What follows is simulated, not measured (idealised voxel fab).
process module | voxel self aligned vias
cross-section cut | 220 nm wide | cells 5 nm
A cross-section is a grid of square cells, given in bands from the top down. A band is one or more rows of cells.
Each band's line starts with the height of the band's top and of its bottom, in nm. Then come its materials from left to right, each with its width in nm. One material with "throughout" fills the band from edge to edge. "air" is empty space.
Height 0 is the level under which the wafer as received is all one material. The lowest band goes on downwards, as in "0 down".
A width such as "30 to 40" changes by the same amount from each row of cells to the next, from the band's top row to its bottom row.
"no change" after a step means that no cell of the cross-section changed.
closed voids: empty space of 8 cells or more with no open way to the top, each as width x height at its distance from the left edge, in nm
after a step's settings: what the simulator itself notes on the step
overlay nm, on a step with a mask: how far to the right of its planned place the mask lay; to the left if negative
plan
1 op RECEIVE | material Si
2 op CONFORMAL_DEP | material SiO2 | thk nm 15
3 op CONFORMAL_DEP | material SiCN | thk nm 5
4 op DIRECTIONAL_DEP | material lowk | thk nm 30
5 op MASKED_ETCH | tone open | mask id LINES | width nm 25 | pitch nm 50 | etch materials lowk | depth nm 30 | overlay nm 0
6 op CONFORMAL_DEP | material TiN | thk nm 5
7 op FILL_DEP | material W | thk nm 5
8 op CMP | height nm 50
9 op SELECTIVE_ETCH | etch materials W Ru TiN | depth nm 5
10 op FILL_DEP | material SiN | thk nm 10
11 op CMP | height nm 50
12 op DIRECTIONAL_DEP | material lowk | thk nm 20
13 op PATTERN | tone open | mask id VIAS | material resist | width nm 35 | pitch nm 50 | thk nm 15 | overlay nm 0
14 op DIRECTIONAL_ETCH | etch materials lowk | depth nm 20
15 op DIRECTIONAL_ETCH | etch materials SiN | depth nm 5
16 op STRIP | etch materials resist
17 op CONFORMAL_DEP | material TiN | thk nm 5
18 op FILL_DEP | material Cu | thk nm 5
19 op CMP | height nm 70
20 op CONFORMAL_DEP | material SiN | thk nm 5
first wafer, as planned
as received, after step 1
  0 down: Si throughout
  closed voids: none
after step 2
  15 to 0: SiO2 throughout
  below 0: unchanged
after step 3
  20 to 15: SiCN throughout
  below 15: unchanged
after step 4
  50 to 20: lowk throughout
  below 20: unchanged
after step 5
  50 to 20: lowk 45 | air 25 | lowk 25 | air 25 | lowk 25 | air 25 | lowk 50
  below 20: unchanged
after step 6
  55 to 50: TiN 50 | air 15 | TiN 35 | air 15 | TiN 35 | air 15 | TiN 55
  50 to 25: lowk 45 | TiN 5 | air 15 | TiN 5 | lowk 25 | TiN 5 | air 15 | TiN 5 | lowk 25 | TiN 5 | air 15 | TiN 5 | lowk 50
  25 to 20: lowk 45 | TiN 25 | lowk 25 | TiN 25 | lowk 25 | TiN 25 | lowk 50
  below 20: unchanged
after step 7
  60 to 55: W throughout
  55 to 50: TiN 50 | W 15 | TiN 35 | W 15 | TiN 35 | W 15 | TiN 55
  50 to 25: lowk 45 | TiN 5 | W 15 | TiN 5 | lowk 25 | TiN 5 | W 15 | TiN 5 | lowk 25 | TiN 5 | W 15 | TiN 5 | lowk 50
  below 25: unchanged
after step 8
  50 to 25: lowk 45 | TiN 5 | W 15 | TiN 5 | lowk 25 | TiN 5 | W 15 | TiN 5 | lowk 25 | TiN 5 | W 15 | TiN 5 | lowk 50
  below 25: unchanged
after step 9
  50 to 45: lowk 45 | air 25 | lowk 25 | air 25 | lowk 25 | air 25 | lowk 50
  below 45: unchanged
after step 10
  60 to 50: SiN throughout
  50 to 45: lowk 45 | SiN 25 | lowk 25 | SiN 25 | lowk 25 | SiN 25 | lowk 50
  below 45: unchanged
after step 11
  50 to 45: lowk 45 | SiN 25 | lowk 25 | SiN 25 | lowk 25 | SiN 25 | lowk 50
  below 45: unchanged
after step 12
  70 to 50: lowk throughout
  below 50: unchanged
after step 13
  85 to 70: resist 40 | air 35 | resist 15 | air 35 | resist 15 | air 35 | resist 45
  below 70: unchanged
after step 14
  85 to 70: resist 40 | air 35 | resist 15 | air 35 | resist 15 | air 35 | resist 45
  70 to 50: lowk 40 | air 35 | lowk 15 | air 35 | lowk 15 | air 35 | lowk 45
  below 50: unchanged
after step 15
  85 to 70: resist 40 | air 35 | resist 15 | air 35 | resist 15 | air 35 | resist 45
  70 to 50: lowk 40 | air 35 | lowk 15 | air 35 | lowk 15 | air 35 | lowk 45
  50 to 45: lowk 45 | air 25 | lowk 25 | air 25 | lowk 25 | air 25 | lowk 50
  below 45: unchanged
after step 16
  70 to 50: lowk 40 | air 35 | lowk 15 | air 35 | lowk 15 | air 35 | lowk 45
  below 50: unchanged
after step 17
  75 to 70: TiN 45 | air 25 | TiN 25 | air 25 | TiN 25 | air 25 | TiN 50
  70 to 55: lowk 40 | TiN 5 | air 25 | TiN 5 | lowk 15 | TiN 5 | air 25 | TiN 5 | lowk 15 | TiN 5 | air 25 | TiN 5 | lowk 45
  55 to 50: lowk 40 | TiN 10 | air 15 | TiN 10 | lowk 15 | TiN 10 | air 15 | TiN 10 | lowk 15 | TiN 10 | air 15 | TiN 10 | lowk 45
  50 to 45: lowk 45 | TiN 25 | lowk 25 | TiN 25 | lowk 25 | TiN 25 | lowk 50
  below 45: unchanged
after step 18
  80 to 75: Cu throughout
  75 to 70: TiN 45 | Cu 25 | TiN 25 | Cu 25 | TiN 25 | Cu 25 | TiN 50
  70 to 55: lowk 40 | TiN 5 | Cu 25 | TiN 5 | lowk 15 | TiN 5 | Cu 25 | TiN 5 | lowk 15 | TiN 5 | Cu 25 | TiN 5 | lowk 45
  55 to 50: lowk 40 | TiN 10 | Cu 15 | TiN 10 | lowk 15 | TiN 10 | Cu 15 | TiN 10 | lowk 15 | TiN 10 | Cu 15 | TiN 10 | lowk 45
  below 50: unchanged
after step 19
  70 to 55: lowk 40 | TiN 5 | Cu 25 | TiN 5 | lowk 15 | TiN 5 | Cu 25 | TiN 5 | lowk 15 | TiN 5 | Cu 25 | TiN 5 | lowk 45
  below 55: unchanged
after step 20
  75 to 70: SiN throughout
  below 70: unchanged
second wafer: like start, like plan, one mistake. Through step 2 it matches the first wafer
when step 3 should have ended
  45 to 15: lowk throughout
  below 15: unchanged
when step 4 should have ended
  50 to 45: SiCN throughout
  below 45: unchanged
when step 5 should have ended: no change
when step 6 should have ended
  55 to 50: TiN throughout
  below 50: unchanged
when step 7 should have ended
  60 to 55: W throughout
  below 55: unchanged
when step 8 should have ended
  50 to 45: SiCN throughout
  below 45: unchanged
when step 9 should have ended: no change
when step 10 should have ended
  60 to 50: SiN throughout
  below 50: unchanged
when step 11 should have ended
  50 to 45: SiCN throughout
  below 45: unchanged
when step 12 should have ended
  70 to 50: lowk throughout
  below 50: unchanged
when step 13 should have ended
  85 to 70: resist 40 | air 35 | resist 15 | air 35 | resist 15 | air 35 | resist 45
  below 70: unchanged
when step 14 should have ended
  85 to 70: resist 40 | air 35 | resist 15 | air 35 | resist 15 | air 35 | resist 45
  70 to 50: lowk 40 | air 35 | lowk 15 | air 35 | lowk 15 | air 35 | lowk 45
  below 50: unchanged
when step 15 should have ended: no change
when step 16 should have ended
  70 to 50: lowk 40 | air 35 | lowk 15 | air 35 | lowk 15 | air 35 | lowk 45
  below 50: unchanged
when step 17 should have ended
  75 to 70: TiN 45 | air 25 | TiN 25 | air 25 | TiN 25 | air 25 | TiN 50
  70 to 55: lowk 40 | TiN 5 | air 25 | TiN 5 | lowk 15 | TiN 5 | air 25 | TiN 5 | lowk 15 | TiN 5 | air 25 | TiN 5 | lowk 45
  55 to 50: lowk 40 | TiN 35 | lowk 15 | TiN 35 | lowk 15 | TiN 35 | lowk 45
  below 50: unchanged
when step 18 should have ended
  80 to 75: Cu throughout
  75 to 70: TiN 45 | Cu 25 | TiN 25 | Cu 25 | TiN 25 | Cu 25 | TiN 50
  70 to 55: lowk 40 | TiN 5 | Cu 25 | TiN 5 | lowk 15 | TiN 5 | Cu 25 | TiN 5 | lowk 15 | TiN 5 | Cu 25 | TiN 5 | lowk 45
  below 55: unchanged
when step 19 should have ended
  70 to 55: lowk 40 | TiN 5 | Cu 25 | TiN 5 | lowk 15 | TiN 5 | Cu 25 | TiN 5 | lowk 15 | TiN 5 | Cu 25 | TiN 5 | lowk 45
  below 55: unchanged
when step 20 should have ended
  75 to 70: SiN throughout
  below 70: unchanged
what went wrong: steps 3 and 4 were swapped
at the end the second wafer has, in cells: 9 fewer of Cu | 45 fewer of TiN | 36 fewer of W | 90 more of lowk
